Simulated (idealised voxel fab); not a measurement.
Title: Process Module voxel wiring stack
FYI the section here is cut, 275 nm wide, cells are 5 nm squares.
Bands, listed from the top down, are how a cross-section gets written in this document; the cross-section itself is a grid of square cells, and a band is one or more rows of them.
Each band's line starts with the height of the band's top and of its bottom, in nm. Then come its materials from left to right, each with its width in nm. One material with "throughout" fills the band from edge to edge. "empty" is empty space.
Below 0: as-received wafer, all one material; heights counted from there. Lowest band: no bottom, goes on down, written "0 and below".
Graded width ("30..40"): value in top row of band = first number; value in bottom row = second number; row-to-row change constant.
The cross-section has no changed cell in any step marked "no modifications".
What "Enclosed void catalog" gives you is every empty space of 8 cells or more that is cut off from the top. Each appears as width x height at distance, with the distance taken from the left edge and width, height and distance all in nm.
Text after the settings on a step's line: the simulator's own remark on that step.
overlay nm: where the mask lay relative to plan, measured to the right, on steps with a mask; negatives go left.

Below is the list of planned process steps:
1 RECEIVE (material Si)
2 CONFORMAL_DEP (material SiO2; thk nm 15)
3 DIRECTIONAL_DEP (material TiN; thk nm 5)
4 DIRECTIONAL_DEP (material W; thk nm 25)
5 DIRECTIONAL_DEP (material aC; thk nm 10)
6 PATTERN (tone cover; mask id METAL_1; material resist; width nm 25; pitch nm 55; thk nm 30; overlay nm 0)
7 DIRECTIONAL_ETCH (etch materials aC; depth nm 10)
8 STRIP (etch materials resist)
9 DIRECTIONAL_ETCH (etch materials W; depth nm 25)
10 DIRECTIONAL_ETCH (etch materials TiN; depth nm 5)
11 STRIP (etch materials aC)
12 FILL_DEP (material SiO2; thk nm 5)
13 CMP (height nm 45)
14 CONFORMAL_DEP (material SiCN; thk nm 5)
15 DIRECTIONAL_DEP (material SiO2; thk nm 15)
16 DIRECTIONAL_DEP (material aC; thk nm 15)
17 PATTERN (tone open; mask id PLUG_1; material resist; width nm 15; pitch nm 110; thk nm 35; overlay nm 0)
18 DIRECTIONAL_ETCH (etch materials aC; depth nm 15)
19 STRIP (etch materials resist)
20 DIRECTIONAL_ETCH (etch materials SiO2; depth nm 15)
21 DIRECTIONAL_ETCH (etch materials SiCN; depth nm 5)
22 STRIP (etch materials aC)
23 CONFORMAL_DEP (material TiN; thk nm 5)
24 FILL_DEP (material Cu; thk nm 10)
25 CMP (height nm 65)
26 DIRECTIONAL_DEP (material TiN; thk nm 5)
27 DIRECTIONAL_DEP (material W; thk nm 15)
28 PATTERN (tone cover; mask id METAL_2; material resist; width nm 25; pitch nm 55; thk nm 20; overlay nm 0)
29 DIRECTIONAL_ETCH (etch materials W; depth nm 15)
30 DIRECTIONAL_ETCH (etch materials TiN; depth nm 5)
31 STRIP (etch materials resist)
32 CONFORMAL_DEP (material SiCN; thk nm 5)
33 FILL_DEP (material SiO2; thk nm 10)
34 CMP (height nm 85)
35 CONFORMAL_DEP (material SiCN; thk nm 5)
36 DIRECTIONAL_DEP (material SiO2; thk nm 25)
37 PATTERN (tone open; mask id METAL_3; material resist; width nm 25; pitch nm 55; thk nm 20; overlay nm 0)
38 DIRECTIONAL_ETCH (etch materials SiO2; depth nm 15)
39 STRIP (etch materials resist)
40 PATTERN (tone open; mask id METAL_3_HOLES; material resist; width nm 15; pitch nm 55; thk nm 20; overlay nm 0)
41 DIRECTIONAL_ETCH (etch materials SiO2; depth nm 10)
42 DIRECTIONAL_ETCH (etch materials SiCN; depth nm 5)
43 STRIP (etch materials resist)
44 CONFORMAL_DEP (material TiN; thk nm 5)
45 FILL_DEP (material Ru; thk nm 5)
46 CMP (height nm 115)
47 CONFORMAL_DEP (material SiCN; thk nm 5)
48 DIRECTIONAL_DEP (material lowk; thk nm 30)
49 DIRECTIONAL_DEP (material aC; thk nm 15)
50 PATTERN (tone open; mask id METAL_4; material resist; width nm 25; pitch nm 55; thk nm 35; overlay nm 0)
51 DIRECTIONAL_ETCH (etch materials aC; depth nm 15)
52 STRIP (etch materials resist)
53 DIRECTIONAL_ETCH (etch materials lowk; depth nm 15)
54 STRIP (etch materials aC)
55 DIRECTIONAL_DEP (material aC; thk nm 10)
56 PATTERN (tone open; mask id METAL_4_HOLES; material resist; width nm 15; pitch nm 55; thk nm 25; overlay nm 0)
57 DIRECTIONAL_ETCH (etch materials aC; depth nm 10)
58 STRIP (etch materials resist)
59 DIRECTIONAL_ETCH (etch materials lowk; depth nm 15)
60 DIRECTIONAL_ETCH (etch materials SiCN; depth nm 5)
61 STRIP (etch materials aC)
62 CONFORMAL_DEP (material TiN; thk nm 5)
63 FILL_DEP (material Cu; thk nm 10)
64 CMP (height nm 150)
65 CONFORMAL_DEP (material SiN; thk nm 5)

Cross-section of the wafer upon arrival, representing the state reached after step 1:
    0 and below  Si throughout
    Enclosed void catalog: none

The first of the two wafers as seen in cross-section once the module was finished; processing followed the plan:
    155 down to 150  SiN throughout
    150 down to 140  lowk=40, TiN=5, Cu=15, TiN=5, lowk=30, TiN=5, Cu=15, TiN=5, lowk=30, TiN=5, Cu=15, TiN=5, lowk=30, TiN=5, Cu=15, TiN=5, lowk=45
    140 down to 135  lowk=40, TiN=5, Cu=5, TiN=15, lowk=30, TiN=5, Cu=5, TiN=15, lowk=30, TiN=5, Cu=5, TiN=15, lowk=30, TiN=5, Cu=5, TiN=15, lowk=45
    135 down to 120  lowk=40, TiN=5, Cu=5, TiN=5, lowk=40, TiN=5, Cu=5, TiN=5, lowk=40, TiN=5, Cu=5, TiN=5, lowk=40, TiN=5, Cu=5, TiN=5, lowk=55
    120 down to 115  SiCN=40, TiN=15, SiCN=40, TiN=15, SiCN=40, TiN=15, SiCN=40, TiN=15, SiCN=55
    115 down to 105  SiO2=40, TiN=5, Ru=15, TiN=5, SiO2=30, TiN=5, Ru=15, TiN=5, SiO2=30, TiN=5, Ru=15, TiN=5, SiO2=30, TiN=5, Ru=15, TiN=5, SiO2=45
    105 down to 100  SiO2=40, TiN=5, Ru=5, TiN=15, SiO2=30, TiN=5, Ru=5, TiN=15, SiO2=30, TiN=5, Ru=5, TiN=15, SiO2=30, TiN=5, Ru=5, TiN=15, SiO2=45
    100 down to 90  SiO2=40, TiN=5, Ru=5, TiN=5, SiO2=40, TiN=5, Ru=5, TiN=5, SiO2=40, TiN=5, Ru=5, TiN=5, SiO2=40, TiN=5, Ru=5, TiN=5, SiO2=55
    90 down to 85  SiCN=40, TiN=15, SiCN=40, TiN=15, SiCN=40, TiN=15, SiCN=40, TiN=15, SiCN=55
    85 down to 70  SiO2=35, SiCN=5, W=25, SiCN=5, SiO2=20, SiCN=5, W=25, SiCN=5, SiO2=20, SiCN=5, W=25, SiCN=5, SiO2=20, SiCN=5, W=25, SiCN=5, SiO2=40
    70 down to 65  SiCN=40, TiN=25, SiCN=30, TiN=25, SiCN=30, TiN=25, SiCN=30, TiN=25, SiCN=45
    65 down to 50  SiO2=40, TiN=5, Cu=5, TiN=5, SiO2=95, TiN=5, Cu=5, TiN=5, SiO2=110
    50 down to 45  SiCN=40, TiN=15, SiCN=95, TiN=15, SiCN=110
    45 down to 20  SiO2=40, W=25, SiO2=30, W=25, SiO2=30, W=25, SiO2=30, W=25, SiO2=45
    20 down to 15  SiO2=40, TiN=25, SiO2=30, TiN=25, SiO2=30, TiN=25, SiO2=30, TiN=25, SiO2=45
    15 down to 0  SiO2 throughout
    0 and below  Si throughout
    Enclosed void catalog: none

Here's the second of our two wafers sectioned at module end. Same start as the first, same plan, but one mistake got made running it:
    155 down to 150  SiN throughout
    150 down to 140  lowk=40, TiN=5, Cu=15, TiN=5, lowk=30, TiN=5, Cu=15, TiN=5, lowk=30, TiN=5, Cu=15, TiN=5, lowk=30, TiN=5, Cu=15, TiN=5, lowk=45
    140 down to 135  lowk=40, TiN=5, Cu=5, TiN=15, lowk=30, TiN=5, Cu=5, TiN=15, lowk=30, TiN=5, Cu=5, TiN=15, lowk=30, TiN=5, Cu=5, TiN=15, lowk=45
    135 down to 120  lowk=40, TiN=5, Cu=5, TiN=5, lowk=40, TiN=5, Cu=5, TiN=5, lowk=40, TiN=5, Cu=5, TiN=5, lowk=40, TiN=5, Cu=5, TiN=5, lowk=55
    120 down to 115  SiCN=40, TiN=15, SiCN=40, TiN=15, SiCN=40, TiN=15, SiCN=40, TiN=15, SiCN=55
    115 down to 105  SiO2=40, TiN=5, Ru=15, TiN=5, SiO2=30, TiN=5, Ru=15, TiN=5, SiO2=30, TiN=5, Ru=15, TiN=5, SiO2=30, TiN=5, Ru=15, TiN=5, SiO2=45
    105 down to 100  SiO2=40, TiN=5, Ru=5, TiN=15, SiO2=30, TiN=5, Ru=5, TiN=15, SiO2=30, TiN=5, Ru=5, TiN=15, SiO2=30, TiN=5, Ru=5, TiN=15, SiO2=45
    100 down to 90  SiO2=40, TiN=5, Ru=5, TiN=5, SiO2=40, TiN=5, Ru=5, TiN=5, SiO2=40, TiN=5, Ru=5, TiN=5, SiO2=40, TiN=5, Ru=5, TiN=5, SiO2=55
    90 down to 85  SiCN=40, TiN=15, SiCN=40, TiN=15, SiCN=40, TiN=15, SiCN=40, TiN=15, SiCN=55
    85 down to 70  SiO2=35, SiCN=5, W=25, SiCN=5, SiO2=20, SiCN=5, W=25, SiCN=5, SiO2=20, SiCN=5, W=25, SiCN=5, SiO2=20, SiCN=5, W=25, SiCN=5, SiO2=40
    70 down to 65  SiCN=40, TiN=25, SiCN=30, TiN=25, SiCN=30, TiN=25, SiCN=30, TiN=25, SiCN=45
    65 down to 50  SiO2=40, TiN=5, W=5, TiN=5, SiO2=95, TiN=5, W=5, TiN=5, SiO2=110
    50 down to 45  SiCN=40, TiN=15, SiCN=95, TiN=15, SiCN=110
    45 down to 20  SiO2=40, W=25, SiO2=30, W=25, SiO2=30, W=25, SiO2=30, W=25, SiO2=45
    20 down to 15  SiO2=40, TiN=25, SiO2=30, TiN=25, SiO2=30, TiN=25, SiO2=30, TiN=25, SiO2=45
    15 down to 0  SiO2 throughout
    0 and below  Si throughout
    Enclosed void catalog: none
Run error: step 24 did not happen as planned, as run it was FILL_DEP (material W; thk nm 10)
End check, counted in cells, second wafer has more or fewer of these materials than the first: Cu -6; W +6
